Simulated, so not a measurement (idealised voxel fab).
The name of this process module is voxel self aligned vias.
Each square cell in cross-section cut measures 5 nm, and the section as a whole is 170 nm wide.
Square cells in a grid make up a cross-section in this document, and the grid is given as bands, listed from the top down, each one or more rows of cells. Top height, bottom height, nm. Materials left to right, width each, nm. Single material + "throughout" = fills band edge to edge. "blank" = empty. Below 0: as-received wafer, all one material; heights counted from there. Lowest band: no bottom, goes on down, written "z 0 and below". Width: "30->40" (first number = top row, second number = bottom row, same change from row to row of cells). A step reported as "nothing altered" is a step in which no cell of the cross-section changed. "Enclosed cavity list" lists enclosed empty spaces (at least 8 cells, no open path upward to the top), each as width x height at distance from the left edge, in nm. Text after the settings on a step's line: the simulator's own remark on that step. A step line may carry the setting "overlay nm", which, for steps involving a mask, states the distance by which the mask lay to the right of its intended position; negative values denote displacement to the left.

## Here's what the planned process steps look like
step 1: RECEIVE: material Si
step 2: CONFORMAL_DEP: material SiO2, thk nm 10
step 3: CONFORMAL_DEP: material SiCN, thk nm 5
step 4: DIRECTIONAL_DEP: material lowk, thk nm 20
step 5: MASKED_ETCH: tone open, mask id LINES, width nm 20, pitch nm 70, etch materials lowk, depth nm 20, overlay nm 0
step 6: CONFORMAL_DEP: material TiN, thk nm 5
step 7: FILL_DEP: material Ru, thk nm 5
step 8: CMP: height nm 35
step 9: SELECTIVE_ETCH: etch materials W Ru TiN, depth nm 10
step 10: FILL_DEP: material SiN, thk nm 10
step 11: CMP: height nm 35
step 12: DIRECTIONAL_DEP: material lowk, thk nm 15
step 13: DIRECTIONAL_DEP: material aC, thk nm 10
step 14: PATTERN: tone open, mask id VIAS, material resist, width nm 40, pitch nm 70, thk nm 25, overlay nm -15
step 15: DIRECTIONAL_ETCH: etch materials aC, depth nm 10
step 16: STRIP: etch materials resist
step 17: DIRECTIONAL_ETCH: etch materials lowk, depth nm 15
step 18: DIRECTIONAL_ETCH: etch materials SiN, depth nm 10
step 19: STRIP: etch materials aC
step 20: CONFORMAL_DEP: material TiN, thk nm 5
step 21: FILL_DEP: material W, thk nm 10
step 22: CMP: height nm 50
step 23: CONFORMAL_DEP: material SiCN, thk nm 5
Every wafer here starts from the same state; it is the step 14 overlay nm that distinguishes them, and the value the plan gives belongs to the first wafer.

## So this is the first of several wafers, cross-sectioned as it came to us, meaning it's at the end of step 1
z 0 and below = Si throughout
Enclosed cavity list: none

## Quick look at the cross-section of the first of several wafers after step 23, which wraps up the module
z 55 to 50 = SiCN throughout
z 50 to 40 = lowk 15, then TiN 5, then W 30, then TiN 5, then lowk 30, then TiN 5, then W 30, then TiN 5, then lowk 45
z 40 to 35 = lowk 15, then TiN 30, then W 5, then TiN 5, then lowk 30, then TiN 30, then W 5, then TiN 5, then lowk 45
z 35 to 30 = lowk 40, then TiN 5, then W 5, then TiN 5, then SiN 5, then lowk 50, then TiN 5, then W 5, then TiN 5, then SiN 5, then lowk 40
z 30 to 25 = lowk 40, then TiN 15, then SiN 5, then lowk 50, then TiN 15, then SiN 5, then lowk 40
z 25 to 20 = lowk 40, then TiN 5, then Ru 10, then TiN 5, then lowk 50, then TiN 5, then Ru 10, then TiN 5, then lowk 40
z 20 to 15 = lowk 40, then TiN 20, then lowk 50, then TiN 20, then lowk 40
z 15 to 10 = SiCN throughout
z 10 to 0 = SiO2 throughout
z 0 and below = Si throughout
Enclosed cavity list: none

## Final wafer of several, shown in cross-section at the end of the module
z 55 to 50 = SiCN throughout
z 50 to 40 = lowk 45, then TiN 5, then W 30, then TiN 5, then lowk 30, then TiN 5, then W 30, then TiN 5, then lowk 15
z 40 to 35 = lowk 45, then TiN 5, then W 5, then TiN 30, then lowk 30, then TiN 5, then W 5, then TiN 30, then lowk 15
z 35 to 30 = lowk 40, then SiN 5, then TiN 5, then W 5, then TiN 5, then lowk 50, then SiN 5, then TiN 5, then W 5, then TiN 5, then lowk 40
z 30 to 25 = lowk 40, then SiN 5, then TiN 15, then lowk 50, then SiN 5, then TiN 15, then lowk 40
z 25 to 20 = lowk 40, then TiN 5, then Ru 10, then TiN 5, then lowk 50, then TiN 5, then Ru 10, then TiN 5, then lowk 40
z 20 to 15 = lowk 40, then TiN 20, then lowk 50, then TiN 20, then lowk 40
z 15 to 10 = SiCN throughout
z 10 to 0 = SiO2 throughout
z 0 and below = Si throughout
Enclosed cavity list: none

## Every row in this table is a wafer at the end of the module, and it gives, for each of the materials, the cells that wafer has gained (+) or lost (-) since it was received, then its closed voids
overlay nm -15; +4 Ru; +68 SiCN; +4 SiN; +68 SiO2; +44 TiN; +28 W; +158 lowk; Enclosed cavity list: none
overlay nm -10; +4 Ru; +68 SiCN; +68 SiO2; +44 TiN; +32 W; +158 lowk; Enclosed cavity list: none
overlay nm -5; +4 Ru; +68 SiCN; +68 SiO2; +44 TiN; +32 W; +158 lowk; Enclosed cavity list: none
overlay nm 0; +4 Ru; +68 SiCN; +68 SiO2; +44 TiN; +32 W; +158 lowk; Enclosed cavity list: none
overlay nm 5; +4 Ru; +68 SiCN; +68 SiO2; +44 TiN; +32 W; +158 lowk; Enclosed cavity list: none
overlay nm 10; +4 Ru; +68 SiCN; +68 SiO2; +44 TiN; +32 W; +158 lowk; Enclosed cavity list: none
overlay nm 15; +4 Ru; +68 SiCN; +4 SiN; +68 SiO2; +44 TiN; +28 W; +158 lowk; Enclosed cavity list: none
